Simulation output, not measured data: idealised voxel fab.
process module | voxel plated lines
cross-section cut | 265 nm wide | cells 5 nm
A cross-section is a grid of square cells, given in bands from the top down. A band is one or more rows of cells.
Each band's line starts with the height of the band's top and of its bottom, in nm. Then come its materials from left to right, each with its width in nm. One material with "throughout" fills the band from edge to edge. "air" is empty space.
Height 0 is the level under which the wafer as received is all one material. The lowest band goes on downwards, as in "0 down".
A width such as "30 to 40" changes by the same amount from each row of cells to the next, from the band's top row to its bottom row.
"no change" after a step means that no cell of the cross-section changed.
closed voids: empty space of 8 cells or more with no open way to the top, each as width x height at its distance from the left edge, in nm
after a step's settings: what the simulator itself notes on the step
overlay nm, on a step with a mask: how far to the right of its planned place the mask lay; to the left if negative
plan
1 op RECEIVE | material Si
2 op CONFORMAL_DEP | material SiO2 | thk nm 5
3 op DIRECTIONAL_DEP | material TiN | thk nm 5
4 op PATTERN | tone open | mask id LINES | material resist | width nm 15 | pitch nm 40 | thk nm 25 | overlay nm 0
5 op EPI | material Ru | thk nm 5
6 op EPI | material Ru | thk nm 5
7 op STRIP | etch materials resist
8 op DIRECTIONAL_ETCH | etch materials TiN | depth nm 5
9 op CONFORMAL_DEP | material SiCN | thk nm 10
varied across the wafers: thk nm of step 3. The plan shows the first wafer's value. All wafers start alike
first wafer as received, after step 1
  0 down: Si throughout
  closed voids: none
each wafer at the end: cells of each material gained (+) or lost (-) since it was received, then its closed voids
thk nm 5 | +12 Ru | +130 SiCN | +53 SiO2 | +6 TiN | closed voids: none
thk nm 10 | +12 Ru | +130 SiCN | +53 SiO2 | +59 TiN | closed voids: none
thk nm 15 | +12 Ru | +130 SiCN | +53 SiO2 | +112 TiN | closed voids: none
thk nm 20 | +12 Ru | +130 SiCN | +53 SiO2 | +165 TiN | closed voids: none
